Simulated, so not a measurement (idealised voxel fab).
A process module follows: voxel wiring stack.
In the cross-section labelled cut, the width is 195 nm and each square cell is 5 nm.
A cross-section in this document is a grid of square cells, and it is written down as bands, the top band listed before the ones below it; a band is made up of one or more rows of cells. Heights first: top, then bottom, in nm. Then materials, left to right, each with a width in nm. "everywhere" on a single material: fills the band edge to edge. "empty": empty space. Note: height 0 marks the level under which the wafer is uniformly one material as received. Lowest band unbounded below, written "0 nm and below". The width entry "30->40" should be interpreted row by row: the top row of cells in the band takes the first number, the bottom row takes the second number, and the change between adjacent rows is uniform throughout. "all unchanged" -> step changed no cross-section cell. In "Unvented voids" the enclosed voids are listed, meaning empty spaces of 8 cells or larger without any opening to the top. The form is width x height at distance, distance from the left edge, units nm. Text after the settings on a step's line: the simulator's own remark on that step. What "overlay nm" on a step's line means: if the step has a mask, that mask lay this far to the right of its planned place, or, when the value is negative, to the left. The remainder of this document consists of a sequence of paired cross-sections. Each pair presents the cross-section prior to one process step together with the cross-section following it, the latter being rendered only as deep as the lowest band that underwent change. The intervening step, together with its settings, is stated beneath each pair. Because the pairs may originate from different runs of this module on the same starting wafer, a given pair is to be read as continuing from the preceding pair only where its entry headed "Pre-step cross-section" so indicates.

[Pre-step cross-section]
0 nm and below | Si everywhere
Unvented voids: none

[Post-Step Section View]
15 nm to 0 nm | SiO2 everywhere
Note: structure below 0 unchanged.
Unvented voids: none
The structure goes from the before cross-section above to the after cross-section through CONFORMAL_DEP (material SiO2; thk nm 15)

Pre-step cross-section: = after-state of the pair above.

[Post-Step Section View]
20 nm to 15 nm | SiN everywhere
Note: structure below 15 unchanged.
Unvented voids: none
The structure goes from the before cross-section above to the after cross-section through CONFORMAL_DEP (material SiN; thk nm 5)

Pre-step cross-section: = after-state of the pair above.

[Post-Step Section View]
35 nm to 20 nm | lowk everywhere
Note: structure below 20 unchanged.
Unvented voids: none
The structure goes from the before cross-section above to the after cross-section through DIRECTIONAL_DEP (material lowk; thk nm 15)

Pre-step cross-section: = after-state of the pair above.

[Post-Step Section View]
50 nm to 35 nm | resist 15 nm / empty 30 nm / resist 15 nm / empty 30 nm / resist 15 nm / empty 30 nm / resist 15 nm / empty 30 nm / resist 15 nm
Note: structure below 35 unchanged.
Unvented voids: none
The structure goes from the before cross-section above to the after cross-section through PATTERN (tone open; mask id METAL_1; material resist; width nm 30; pitch nm 45; thk nm 15; overlay nm 0)

Pre-step cross-section: = after-state of the pair above.

[Post-Step Section View]
50 nm to 35 nm | resist 15 nm / empty 30 nm / resist 15 nm / empty 30 nm / resist 15 nm / empty 30 nm / resist 15 nm / empty 30 nm / resist 15 nm
35 nm to 20 nm | lowk 15 nm / empty 30 nm / lowk 15 nm / empty 30 nm / lowk 15 nm / empty 30 nm / lowk 15 nm / empty 30 nm / lowk 15 nm
Note: structure below 20 unchanged.
Unvented voids: none
The structure goes from the before cross-section above to the after cross-section through DIRECTIONAL_ETCH (etch materials lowk; depth nm 15)

Pre-step cross-section: = after-state of the pair above.

[Post-Step Section View]
50 nm to 35 nm | resist 15 nm / empty 30 nm / resist 15 nm / empty 30 nm / resist 15 nm / empty 30 nm / resist 15 nm / empty 30 nm / resist 15 nm
35 nm to 20 nm | lowk 15 nm / empty 30 nm / lowk 15 nm / empty 30 nm / lowk 15 nm / empty 30 nm / lowk 15 nm / empty 30 nm / lowk 15 nm
20 nm to 15 nm | SiN 15 nm / empty 30 nm / SiN 15 nm / empty 30 nm / SiN 15 nm / empty 30 nm / SiN 15 nm / empty 30 nm / SiN 15 nm
Note: structure below 15 unchanged.
Unvented voids: none
The structure goes from the before cross-section above to the after cross-section through DIRECTIONAL_ETCH (etch materials SiN; depth nm 5)

Pre-step cross-section: = after-state of the pair above.

[Post-Step Section View]
35 nm to 20 nm | lowk 15 nm / empty 30 nm / lowk 15 nm / empty 30 nm / lowk 15 nm / empty 30 nm / lowk 15 nm / empty 30 nm / lowk 15 nm
Note: structure below 20 unchanged.
Unvented voids: none
The structure goes from the before cross-section above to the after cross-section through STRIP (etch materials resist)

Pre-step cross-section: = after-state of the pair above.

[Post-Step Section View]
40 nm to 35 nm | TiN 20 nm / empty 20 nm / TiN 25 nm / empty 20 nm / TiN 25 nm / empty 20 nm / TiN 25 nm / empty 20 nm / TiN 20 nm
35 nm to 20 nm | lowk 15 nm / TiN 5 nm / empty 20 nm / TiN 5 nm / lowk 15 nm / TiN 5 nm / empty 20 nm / TiN 5 nm / lowk 15 nm / TiN 5 nm / empty 20 nm / TiN 5 nm / lowk 15 nm / TiN 5 nm / empty 20 nm / TiN 5 nm / lowk 15 nm
20 nm to 15 nm | SiN 15 nm / TiN 30 nm / SiN 15 nm / TiN 30 nm / SiN 15 nm / TiN 30 nm / SiN 15 nm / TiN 30 nm / SiN 15 nm
Note: structure below 15 unchanged.
Unvented voids: none
The structure goes from the before cross-section above to the after cross-section through CONFORMAL_DEP (material TiN; thk nm 5)

Pre-step cross-section: = after-state of the pair above.

[Post-Step Section View]
50 nm to 40 nm | Cu everywhere
40 nm to 35 nm | TiN 20 nm / Cu 20 nm / TiN 25 nm / Cu 20 nm / TiN 25 nm / Cu 20 nm / TiN 25 nm / Cu 20 nm / TiN 20 nm
35 nm to 20 nm | lowk 15 nm / TiN 5 nm / Cu 20 nm / TiN 5 nm / lowk 15 nm / TiN 5 nm / Cu 20 nm / TiN 5 nm / lowk 15 nm / TiN 5 nm / Cu 20 nm / TiN 5 nm / lowk 15 nm / TiN 5 nm / Cu 20 nm / TiN 5 nm / lowk 15 nm
Note: structure below 20 unchanged.
Unvented voids: none
The structure goes from the before cross-section above to the after cross-section through FILL_DEP (material Cu; thk nm 10)

Pre-step cross-section: = after-state of the pair above.

[Post-Step Section View]
35 nm to 20 nm | lowk 15 nm / TiN 5 nm / Cu 20 nm / TiN 5 nm / lowk 15 nm / TiN 5 nm / Cu 20 nm / TiN 5 nm / lowk 15 nm / TiN 5 nm / Cu 20 nm / TiN 5 nm / lowk 15 nm / TiN 5 nm / Cu 20 nm / TiN 5 nm / lowk 15 nm
Note: structure below 20 unchanged.
Unvented voids: none
The structure goes from the before cross-section above to the after cross-section through CMP (height nm 35)

Pre-step cross-section: = after-state of the pair above.

[Post-Step Section View]
40 nm to 35 nm | empty 10 nm / Ru 40 nm / empty 5 nm / Ru 40 nm / empty 5 nm / Ru 40 nm / empty 5 nm / Ru 40 nm / empty 10 nm
Note: structure below 35 unchanged.
Unvented voids: none
The structure goes from the before cross-section above to the after cross-section through EPI (material Ru; thk nm 5)

Pre-step cross-section: = after-state of the pair above.

[Post-Step Section View]
45 nm to 40 nm | SiCN everywhere
40 nm to 35 nm | SiCN 10 nm / Ru 40 nm / SiCN 5 nm / Ru 40 nm / SiCN 5 nm / Ru 40 nm / SiCN 5 nm / Ru 40 nm / SiCN 10 nm
Note: structure below 35 unchanged.
Unvented voids: none
The structure goes from the before cross-section above to the after cross-section through FILL_DEP (material SiCN; thk nm 5)

Pre-step cross-section: = after-state of the pair above.

[Post-Step Section View]
60 nm to 45 nm | lowk everywhere
Note: structure below 45 unchanged.
Unvented voids: none
The structure goes from the before cross-section above to the after cross-section through DIRECTIONAL_DEP (material lowk; thk nm 15)

Pre-step cross-section: = after-state of the pair above.

[Post-Step Section View]
75 nm to 60 nm | resist 15 nm / empty 15 nm / resist 30 nm / empty 15 nm / resist 30 nm / empty 15 nm / resist 30 nm / empty 15 nm / resist 30 nm
Note: structure below 60 unchanged.
Unvented voids: none
The structure goes from the before cross-section above to the after cross-section through PATTERN (tone open; mask id PLUG_1; material resist; width nm 15; pitch nm 45; thk nm 15; overlay nm 0)

Pre-step cross-section: = after-state of the pair above.

[Post-Step Section View]
75 nm to 60 nm | resist 15 nm / empty 15 nm / resist 30 nm / empty 15 nm / resist 30 nm / empty 15 nm / resist 30 nm / empty 15 nm / resist 30 nm
60 nm to 45 nm | lowk 15 nm / empty 15 nm / lowk 30 nm / empty 15 nm / lowk 30 nm / empty 15 nm / lowk 30 nm / empty 15 nm / lowk 30 nm
Note: structure below 45 unchanged.
Unvented voids: none
The structure goes from the before cross-section above to the after cross-section through DIRECTIONAL_ETCH (etch materials lowk; depth nm 15)

Pre-step cross-section: = after-state of the pair above.

[Post-Step Section View]
75 nm to 60 nm | resist 15 nm / empty 15 nm / resist 30 nm / empty 15 nm / resist 30 nm / empty 15 nm / resist 30 nm / empty 15 nm / resist 30 nm
60 nm to 45 nm | lowk 15 nm / empty 15 nm / lowk 30 nm / empty 15 nm / lowk 30 nm / empty 15 nm / lowk 30 nm / empty 15 nm / lowk 30 nm
45 nm to 40 nm | SiCN 15 nm / empty 15 nm / SiCN 30 nm / empty 15 nm / SiCN 30 nm / empty 15 nm / SiCN 30 nm / empty 15 nm / SiCN 30 nm
Note: structure below 40 unchanged.
Unvented voids: none
The structure goes from the before cross-section above to the after cross-section through DIRECTIONAL_ETCH (etch materials SiCN; depth nm 5)

Pre-step cross-section: = after-state of the pair above.

[Post-Step Section View]
60 nm to 45 nm | lowk 15 nm / empty 15 nm / lowk 30 nm / empty 15 nm / lowk 30 nm / empty 15 nm / lowk 30 nm / empty 15 nm / lowk 30 nm
Note: structure below 45 unchanged.
Unvented voids: none
The structure goes from the before cross-section above to the after cross-section through STRIP (etch materials resist)

Pre-step cross-section: = after-state of the pair above.

[Post-Step Section View]
60 nm to 50 nm | lowk 15 nm / empty 15 nm / lowk 30 nm / empty 15 nm / lowk 30 nm / empty 15 nm / lowk 30 nm / empty 15 nm / lowk 30 nm
50 nm to 45 nm | lowk 15 nm / Ru 15 nm / lowk 30 nm / Ru 15 nm / lowk 30 nm / Ru 15 nm / lowk 30 nm / Ru 15 nm / lowk 30 nm
45 nm to 35 nm | SiCN 15->10 nm / Ru 15->40 nm / SiCN 30->5 nm / Ru 15->40 nm / SiCN 30->5 nm / Ru 15->40 nm / SiCN 30->5 nm / Ru 15->40 nm / SiCN 30->10 nm
Note: structure below 35 unchanged.
Unvented voids: none
The structure goes from the before cross-section above to the after cross-section through EPI (material Ru; thk nm 10)

Pre-step cross-section: = after-state of the pair above.

[Post-Step Section View]
60 nm to 45 nm | lowk 15 nm / Ru 15 nm / lowk 30 nm / Ru 15 nm / lowk 30 nm / Ru 15 nm / lowk 30 nm / Ru 15 nm / lowk 30 nm
Note: structure below 45 unchanged.
Unvented voids: none
The structure goes from the before cross-section above to the after cross-section through EPI (material Ru; thk nm 10)

Pre-step cross-section: = after-state of the pair above.

[Post-Step Section View]
65 nm to 60 nm | TiN everywhere
Note: structure below 60 unchanged.
Unvented voids: none
The structure goes from the before cross-section above to the after cross-section through DIRECTIONAL_DEP (material TiN; thk nm 5)

Pre-step cross-section: = after-state of the pair above.

[Post-Step Section View]
85 nm to 65 nm | Ru everywhere
Note: structure below 65 unchanged.
Unvented voids: none
The structure goes from the before cross-section above to the after cross-section through DIRECTIONAL_DEP (material Ru; thk nm 20)

Pre-step cross-section: = after-state of the pair above.

[Post-Step Section View]
85 nm to 65 nm | empty 15 nm / Ru 30 nm / empty 15 nm / Ru 30 nm / empty 15 nm / Ru 30 nm / empty 15 nm / Ru 30 nm / empty 15 nm
Note: structure below 65 unchanged.
Unvented voids: none
The structure goes from the before cross-section above to the after cross-section through MASKED_ETCH (tone cover; mask id METAL_2; width nm 30; pitch nm 45; etch materials Ru; depth nm 20; overlay nm 0)

Pre-step cross-section: = after-state of the pair above.

[Post-Step Section View]
85 nm to 65 nm | empty 15 nm / Ru 30 nm / empty 15 nm / Ru 30 nm / empty 15 nm / Ru 30 nm / empty 15 nm / Ru 30 nm / empty 15 nm
65 nm to 60 nm | empty 15 nm / TiN 30 nm / empty 15 nm / TiN 30 nm / empty 15 nm / TiN 30 nm / empty 15 nm / TiN 30 nm / empty 15 nm
Note: structure below 60 unchanged.
Unvented voids: none
The structure goes from the before cross-section above to the after cross-section through MASKED_ETCH (tone cover; mask id METAL_2; width nm 30; pitch nm 45; etch materials TiN; depth nm 5; overlay nm 0)

Pre-step cross-section: = after-state of the pair above.

[Post-Step Section View]
90 nm to 85 nm | SiO2 everywhere
85 nm to 65 nm | SiO2 15 nm / Ru 30 nm / SiO2 15 nm / Ru 30 nm / SiO2 15 nm / Ru 30 nm / SiO2 15 nm / Ru 30 nm / SiO2 15 nm
65 nm to 60 nm | SiO2 15 nm / TiN 30 nm / SiO2 15 nm / TiN 30 nm / SiO2 15 nm / TiN 30 nm / SiO2 15 nm / TiN 30 nm / SiO2 15 nm
Note: structure below 60 unchanged.
Unvented voids: none
The structure goes from the before cross-section above to the after cross-section through FILL_DEP (material SiO2; thk nm 5)

Pre-step cross-section: = after-state of the pair above.

[Post-Step Section View]
85 nm to 65 nm | SiO2 15 nm / Ru 30 nm / SiO2 15 nm / Ru 30 nm / SiO2 15 nm / Ru 30 nm / SiO2 15 nm / Ru 30 nm / SiO2 15 nm
Note: structure below 65 unchanged.
Unvented voids: none
The structure goes from the before cross-section above to the after cross-section through CMP (height nm 85)

Pre-step cross-section: = after-state of the pair above.

[Post-Step Section View]
90 nm to 85 nm | SiCN everywhere
Note: structure below 85 unchanged.
Unvented voids: none
The structure goes from the before cross-section above to the after cross-section through CONFORMAL_DEP (material SiCN; thk nm 5)

Pre-step cross-section: = after-state of the pair above.

[Post-Step Section View]
120 nm to 90 nm | SiO2 everywhere
Note: structure below 90 unchanged.
Unvented voids: none
The structure goes from the before cross-section above to the after cross-section through DIRECTIONAL_DEP (material SiO2; thk nm 30)

Pre-step cross-section: = after-state of the pair above.

[Post-Step Section View]
135 nm to 120 nm | resist 15 nm / empty 30 nm / resist 15 nm / empty 30 nm / resist 15 nm / empty 30 nm / resist 15 nm / empty 30 nm / resist 15 nm
Note: structure below 120 unchanged.
Unvented voids: none
The structure goes from the before cross-section above to the after cross-section through PATTERN (tone open; mask id METAL_3; material resist; width nm 30; pitch nm 45; thk nm 15; overlay nm 0)

Pre-step cross-section: = after-state of the pair above.

[Post-Step Section View]
135 nm to 120 nm | resist 15 nm / empty 30 nm / resist 15 nm / empty 30 nm / resist 15 nm / empty 30 nm / resist 15 nm / empty 30 nm / resist 15 nm
120 nm to 100 nm | SiO2 15 nm / empty 30 nm / SiO2 15 nm / empty 30 nm / SiO2 15 nm / empty 30 nm / SiO2 15 nm / empty 30 nm / SiO2 15 nm
Note: structure below 100 unchanged.
Unvented voids: none
The structure goes from the before cross-section above to the after cross-section through DIRECTIONAL_ETCH (etch materials SiO2; depth nm 20)

Pre-step cross-section: = after-state of the pair above.

[Post-Step Section View]
120 nm to 100 nm | SiO2 15 nm / empty 30 nm / SiO2 15 nm / empty 30 nm / SiO2 15 nm / empty 30 nm / SiO2 15 nm / empty 30 nm / SiO2 15 nm
Note: structure below 100 unchanged.
Unvented voids: none
The structure goes from the before cross-section above to the after cross-section through STRIP (etch materials resist)

Pre-step cross-section: = after-state of the pair above.

[Post-Step Section View]
135 nm to 120 nm | resist 15 nm / empty 15 nm / resist 75 nm / empty 15 nm / resist 75 nm
120 nm to 100 nm | SiO2 15 nm / empty 15 nm / resist 15 nm / SiO2 15 nm / resist 30 nm / SiO2 15 nm / empty 15 nm / resist 15 nm / SiO2 15 nm / resist 30 nm / SiO2 15 nm
Note: structure below 100 unchanged.
Unvented voids: none
The structure goes from the before cross-section above to the after cross-section through PATTERN (tone open; mask id METAL_3_HOLES; material resist; width nm 15; pitch nm 90; thk nm 15; overlay nm 0)

Pre-step cross-section: = after-state of the pair above.

[Post-Step Section View]
135 nm to 120 nm | resist 15 nm / empty 15 nm / resist 75 nm / empty 15 nm / resist 75 nm
120 nm to 100 nm | SiO2 15 nm / empty 15 nm / resist 15 nm / SiO2 15 nm / resist 30 nm / SiO2 15 nm / empty 15 nm / resist 15 nm / SiO2 15 nm / resist 30 nm / SiO2 15 nm
100 nm to 90 nm | SiO2 15 nm / empty 15 nm / SiO2 75 nm / empty 15 nm / SiO2 75 nm
Note: structure below 90 unchanged.
Unvented voids: none
The structure goes from the before cross-section above to the after cross-section through DIRECTIONAL_ETCH (etch materials SiO2; depth nm 10)

Pre-step cross-section: = after-state of the pair above.

[Post-Step Section View]
135 nm to 120 nm | resist 15 nm / empty 15 nm / resist 75 nm / empty 15 nm / resist 75 nm
120 nm to 100 nm | SiO2 15 nm / empty 15 nm / resist 15 nm / SiO2 15 nm / resist 30 nm / SiO2 15 nm / empty 15 nm / resist 15 nm / SiO2 15 nm / resist 30 nm / SiO2 15 nm
100 nm to 90 nm | SiO2 15 nm / empty 15 nm / SiO2 75 nm / empty 15 nm / SiO2 75 nm
90 nm to 85 nm | SiCN 15 nm / empty 15 nm / SiCN 75 nm / empty 15 nm / SiCN 75 nm
Note: structure below 85 unchanged.
Unvented voids: none
The structure goes from the before cross-section above to the after cross-section through DIRECTIONAL_ETCH (etch materials SiCN; depth nm 5)

Pre-step cross-section: = after-state of the pair above.

[Post-Step Section View]
120 nm to 100 nm | SiO2 15 nm / empty 30 nm / SiO2 15 nm / empty 30 nm / SiO2 15 nm / empty 30 nm / SiO2 15 nm / empty 30 nm / SiO2 15 nm
Note: structure below 100 unchanged.
Unvented voids: none
The structure goes from the before cross-section above to the after cross-section through STRIP (etch materials resist)

Pre-step cross-section: = after-state of the pair above.

[Post-Step Section View]
125 nm to 120 nm | TiN 20 nm / empty 20 nm / TiN 25 nm / empty 20 nm / TiN 25 nm / empty 20 nm / TiN 25 nm / empty 20 nm / TiN 20 nm
120 nm to 105 nm | SiO2 15 nm / TiN 5 nm / empty 20 nm / TiN 5 nm / SiO2 15 nm / TiN 5 nm / empty 20 nm / TiN 5 nm / SiO2 15 nm / TiN 5 nm / empty 20 nm / TiN 5 nm / SiO2 15 nm / TiN 5 nm / empty 20 nm / TiN 5 nm / SiO2 15 nm
105 nm to 100 nm | SiO2 15 nm / TiN 5 nm / empty 5 nm / TiN 20 nm / SiO2 15 nm / TiN 30 nm / SiO2 15 nm / TiN 5 nm / empty 5 nm / TiN 20 nm / SiO2 15 nm / TiN 30 nm / SiO2 15 nm
100 nm to 90 nm | SiO2 15 nm / TiN 5 nm / empty 5 nm / TiN 5 nm / SiO2 75 nm / TiN 5 nm / empty 5 nm / TiN 5 nm / SiO2 75 nm
90 nm to 85 nm | SiCN 15 nm / TiN 15 nm / SiCN 75 nm / TiN 15 nm / SiCN 75 nm
Note: structure below 85 unchanged.
Unvented voids: none
The structure goes from the before cross-section above to the after cross-section through CONFORMAL_DEP (material TiN; thk nm 5)

Pre-step cross-section: = after-state of the pair above.

[Post-Step Section View]
135 nm to 125 nm | Cu everywhere
125 nm to 120 nm | TiN 20 nm / Cu 20 nm / TiN 25 nm / Cu 20 nm / TiN 25 nm / Cu 20 nm / TiN 25 nm / Cu 20 nm / TiN 20 nm
120 nm to 105 nm | SiO2 15 nm / TiN 5 nm / Cu 20 nm / TiN 5 nm / SiO2 15 nm / TiN 5 nm / Cu 20 nm / TiN 5 nm / SiO2 15 nm / TiN 5 nm / Cu 20 nm / TiN 5 nm / SiO2 15 nm / TiN 5 nm / Cu 20 nm / TiN 5 nm / SiO2 15 nm
105 nm to 100 nm | SiO2 15 nm / TiN 5 nm / Cu 5 nm / TiN 20 nm / SiO2 15 nm / TiN 30 nm / SiO2 15 nm / TiN 5 nm / Cu 5 nm / TiN 20 nm / SiO2 15 nm / TiN 30 nm / SiO2 15 nm
100 nm to 90 nm | SiO2 15 nm / TiN 5 nm / Cu 5 nm / TiN 5 nm / SiO2 75 nm / TiN 5 nm / Cu 5 nm / TiN 5 nm / SiO2 75 nm
Note: structure below 90 unchanged.
Unvented voids: none
The structure goes from the before cross-section above to the after cross-section through FILL_DEP (material Cu; thk nm 10)

Pre-step cross-section: = after-state of the pair above.

[Post-Step Section View]
120 nm to 105 nm | SiO2 15 nm / TiN 5 nm / Cu 20 nm / TiN 5 nm / SiO2 15 nm / TiN 5 nm / Cu 20 nm / TiN 5 nm / SiO2 15 nm / TiN 5 nm / Cu 20 nm / TiN 5 nm / SiO2 15 nm / TiN 5 nm / Cu 20 nm / TiN 5 nm / SiO2 15 nm
Note: structure below 105 unchanged.
Unvented voids: none
The structure goes from the before cross-section above to the after cross-section through CMP (height nm 120)

Pre-step cross-section: = after-state of the pair above.

[Post-Step Section View]
125 nm to 120 nm | SiCN everywhere
Note: structure below 120 unchanged.
Unvented voids: none
The structure goes from the before cross-section above to the after cross-section through CONFORMAL_DEP (material SiCN; thk nm 5)

[Pre-step cross-section]
15 nm to 0 nm | SiO2 everywhere
0 nm and below | Si everywhere
Unvented voids: none

[Post-Step Section View]
30 nm to 15 nm | lowk everywhere
Note: structure below 15 unchanged.
Unvented voids: none
The structure goes from the before cross-section above to the after cross-section through DIRECTIONAL_DEP (material lowk; thk nm 15)

Pre-step cross-section: = after-state of the pair above.

[Post-Step Section View]
45 nm to 30 nm | resist 15 nm / empty 30 nm / resist 15 nm / empty 30 nm / resist 15 nm / empty 30 nm / resist 15 nm / empty 30 nm / resist 15 nm
Note: structure below 30 unchanged.
Unvented voids: none
The structure goes from the before cross-section above to the after cross-section through PATTERN (tone open; mask id METAL_1; material resist; width nm 30; pitch nm 45; thk nm 15; overlay nm 0)

Pre-step cross-section: = after-state of the pair above.

[Post-Step Section View]
45 nm to 30 nm | resist 15 nm / empty 30 nm / resist 15 nm / empty 30 nm / resist 15 nm / empty 30 nm / resist 15 nm / empty 30 nm / resist 15 nm
30 nm to 15 nm | lowk 15 nm / empty 30 nm / lowk 15 nm / empty 30 nm / lowk 15 nm / empty 30 nm / lowk 15 nm / empty 30 nm / lowk 15 nm
Note: structure below 15 unchanged.
Unvented voids: none
The structure goes from the before cross-section above to the after cross-section through DIRECTIONAL_ETCH (etch materials lowk; depth nm 15)

Pre-step cross-section: = after-state of the pair above.

[Post-Step Section View]
30 nm to 15 nm | lowk 15 nm / empty 30 nm / lowk 15 nm / empty 30 nm / lowk 15 nm / empty 30 nm / lowk 15 nm / empty 30 nm / lowk 15 nm
Note: structure below 15 unchanged.
Unvented voids: none
The structure goes from the before cross-section above to the after cross-section through STRIP (etch materials resist)

Pre-step cross-section: = after-state of the pair above.

[Post-Step Section View]
35 nm to 30 nm | TiN 20 nm / empty 20 nm / TiN 25 nm / empty 20 nm / TiN 25 nm / empty 20 nm / TiN 25 nm / empty 20 nm / TiN 20 nm
30 nm to 20 nm | lowk 15 nm / TiN 5 nm / empty 20 nm / TiN 5 nm / lowk 15 nm / TiN 5 nm / empty 20 nm / TiN 5 nm / lowk 15 nm / TiN 5 nm / empty 20 nm / TiN 5 nm / lowk 15 nm / TiN 5 nm / empty 20 nm / TiN 5 nm / lowk 15 nm
20 nm to 15 nm | lowk 15 nm / TiN 30 nm / lowk 15 nm / TiN 30 nm / lowk 15 nm / TiN 30 nm / lowk 15 nm / TiN 30 nm / lowk 15 nm
Note: structure below 15 unchanged.
Unvented voids: none
The structure goes from the before cross-section above to the after cross-section through CONFORMAL_DEP (material TiN; thk nm 5)

Pre-step cross-section: = after-state of the pair above.

[Post-Step Section View]
45 nm to 35 nm | Cu everywhere
35 nm to 30 nm | TiN 20 nm / Cu 20 nm / TiN 25 nm / Cu 20 nm / TiN 25 nm / Cu 20 nm / TiN 25 nm / Cu 20 nm / TiN 20 nm
30 nm to 20 nm | lowk 15 nm / TiN 5 nm / Cu 20 nm / TiN 5 nm / lowk 15 nm / TiN 5 nm / Cu 20 nm / TiN 5 nm / lowk 15 nm / TiN 5 nm / Cu 20 nm / TiN 5 nm / lowk 15 nm / TiN 5 nm / Cu 20 nm / TiN 5 nm / lowk 15 nm
Note: structure below 20 unchanged.
Unvented voids: none
The structure goes from the before cross-section above to the after cross-section through FILL_DEP (material Cu; thk nm 10)

Pre-step cross-section: = after-state of the pair above.

[Post-Step Section View]
35 nm to 30 nm | TiN 20 nm / Cu 20 nm / TiN 25 nm / Cu 20 nm / TiN 25 nm / Cu 20 nm / TiN 25 nm / Cu 20 nm / TiN 20 nm
Note: structure below 30 unchanged.
Unvented voids: none
The structure goes from the before cross-section above to the after cross-section through CMP (height nm 35)

Pre-step cross-section: = after-state of the pair above.

[Post-Step Section View]
40 nm to 35 nm | Ru everywhere
Note: structure below 35 unchanged.
Unvented voids: none
The structure goes from the before cross-section above to the after cross-section through EPI (material Ru; thk nm 5)

Pre-step cross-section: = after-state of the pair above.

[Post-Step Section View]
45 nm to 40 nm | SiCN everywhere
Note: structure below 40 unchanged.
Unvented voids: none
The structure goes from the before cross-section above to the after cross-section through FILL_DEP (material SiCN; thk nm 5)

Pre-step cross-section: = after-state of the pair above.

[Post-Step Section View]
60 nm to 45 nm | lowk everywhere
Note: structure below 45 unchanged.
Unvented voids: none
The structure goes from the before cross-section above to the after cross-section through DIRECTIONAL_DEP (material lowk; thk nm 15)

Pre-step cross-section: = after-state of the pair above.

[Post-Step Section View]
75 nm to 60 nm | resist 15 nm / empty 15 nm / resist 30 nm / empty 15 nm / resist 30 nm / empty 15 nm / resist 30 nm / empty 15 nm / resist 30 nm
Note: structure below 60 unchanged.
Unvented voids: none
The structure goes from the before cross-section above to the after cross-section through PATTERN (tone open; mask id PLUG_1; material resist; width nm 15; pitch nm 45; thk nm 15; overlay nm 0)

Pre-step cross-section: = after-state of the pair above.

[Post-Step Section View]
75 nm to 60 nm | resist 15 nm / empty 15 nm / resist 30 nm / empty 15 nm / resist 30 nm / empty 15 nm / resist 30 nm / empty 15 nm / resist 30 nm
60 nm to 45 nm | lowk 15 nm / empty 15 nm / lowk 30 nm / empty 15 nm / lowk 30 nm / empty 15 nm / lowk 30 nm / empty 15 nm / lowk 30 nm
Note: structure below 45 unchanged.
Unvented voids: none
The structure goes from the before cross-section above to the after cross-section through DIRECTIONAL_ETCH (etch materials lowk; depth nm 15)

Pre-step cross-section: = after-state of the pair above.

[Post-Step Section View]
75 nm to 60 nm | resist 15 nm / empty 15 nm / resist 30 nm / empty 15 nm / resist 30 nm / empty 15 nm / resist 30 nm / empty 15 nm / resist 30 nm
60 nm to 45 nm | lowk 15 nm / empty 15 nm / lowk 30 nm / empty 15 nm / lowk 30 nm / empty 15 nm / lowk 30 nm / empty 15 nm / lowk 30 nm
45 nm to 40 nm | SiCN 15 nm / empty 15 nm / SiCN 30 nm / empty 15 nm / SiCN 30 nm / empty 15 nm / SiCN 30 nm / empty 15 nm / SiCN 30 nm
Note: structure below 40 unchanged.
Unvented voids: none
The structure goes from the before cross-section above to the after cross-section through DIRECTIONAL_ETCH (etch materials SiCN; depth nm 5)

Pre-step cross-section: = after-state of the pair above.

[Post-Step Section View]
60 nm to 45 nm | lowk 15 nm / empty 15 nm / lowk 30 nm / empty 15 nm / lowk 30 nm / empty 15 nm / lowk 30 nm / empty 15 nm / lowk 30 nm
Note: structure below 45 unchanged.
Unvented voids: none
The structure goes from the before cross-section above to the after cross-section through STRIP (etch materials resist)

Pre-step cross-section: = after-state of the pair above.

[Post-Step Section View]
60 nm to 50 nm | lowk 15 nm / empty 15 nm / lowk 30 nm / empty 15 nm / lowk 30 nm / empty 15 nm / lowk 30 nm / empty 15 nm / lowk 30 nm
50 nm to 45 nm | lowk 15 nm / Ru 15 nm / lowk 30 nm / Ru 15 nm / lowk 30 nm / Ru 15 nm / lowk 30 nm / Ru 15 nm / lowk 30 nm
45 nm to 40 nm | SiCN 15 nm / Ru 15 nm / SiCN 30 nm / Ru 15 nm / SiCN 30 nm / Ru 15 nm / SiCN 30 nm / Ru 15 nm / SiCN 30 nm
Note: structure below 40 unchanged.
Unvented voids: none
The structure goes from the before cross-section above to the after cross-section through EPI (material Ru; thk nm 10)

Pre-step cross-section: = after-state of the pair above.

[Post-Step Section View]
60 nm to 45 nm | lowk 15 nm / Ru 15 nm / lowk 30 nm / Ru 15 nm / lowk 30 nm / Ru 15 nm / lowk 30 nm / Ru 15 nm / lowk 30 nm
Note: structure below 45 unchanged.
Unvented voids: none
The structure goes from the before cross-section above to the after cross-section through EPI (material Ru; thk nm 10)

Pre-step cross-section: = after-state of the pair above.

[Post-Step Section View]
65 nm to 60 nm | TiN everywhere
Note: structure below 60 unchanged.
Unvented voids: none
The structure goes from the before cross-section above to the after cross-section through DIRECTIONAL_DEP (material TiN; thk nm 5)

Pre-step cross-section: = after-state of the pair above.

[Post-Step Section View]
85 nm to 65 nm | Ru everywhere
Note: structure below 65 unchanged.
Unvented voids: none
The structure goes from the before cross-section above to the after cross-section through DIRECTIONAL_DEP (material Ru; thk nm 20)

Pre-step cross-section: = after-state of the pair above.

[Post-Step Section View]
85 nm to 65 nm | empty 15 nm / Ru 30 nm / empty 15 nm / Ru 30 nm / empty 15 nm / Ru 30 nm / empty 15 nm / Ru 30 nm / empty 15 nm
Note: structure below 65 unchanged.
Unvented voids: none
The structure goes from the before cross-section above to the after cross-section through MASKED_ETCH (tone cover; mask id METAL_2; width nm 30; pitch nm 45; etch materials Ru; depth nm 20; overlay nm 0)

Pre-step cross-section: = after-state of the pair above.

[Post-Step Section View]
85 nm to 65 nm | empty 15 nm / Ru 30 nm / empty 15 nm / Ru 30 nm / empty 15 nm / Ru 30 nm / empty 15 nm / Ru 30 nm / empty 15 nm
65 nm to 60 nm | empty 15 nm / TiN 30 nm / empty 15 nm / TiN 30 nm / empty 15 nm / TiN 30 nm / empty 15 nm / TiN 30 nm / empty 15 nm
Note: structure below 60 unchanged.
Unvented voids: none
The structure goes from the before cross-section above to the after cross-section through MASKED_ETCH (tone cover; mask id METAL_2; width nm 30; pitch nm 45; etch materials TiN; depth nm 5; overlay nm 0)

Pre-step cross-section: = after-state of the pair above.

[Post-Step Section View]
90 nm to 85 nm | SiO2 everywhere
85 nm to 65 nm | SiO2 15 nm / Ru 30 nm / SiO2 15 nm / Ru 30 nm / SiO2 15 nm / Ru 30 nm / SiO2 15 nm / Ru 30 nm / SiO2 15 nm
65 nm to 60 nm | SiO2 15 nm / TiN 30 nm / SiO2 15 nm / TiN 30 nm / SiO2 15 nm / TiN 30 nm / SiO2 15 nm / TiN 30 nm / SiO2 15 nm
Note: structure below 60 unchanged.
Unvented voids: none
The structure goes from the before cross-section above to the after cross-section through FILL_DEP (material SiO2; thk nm 5)
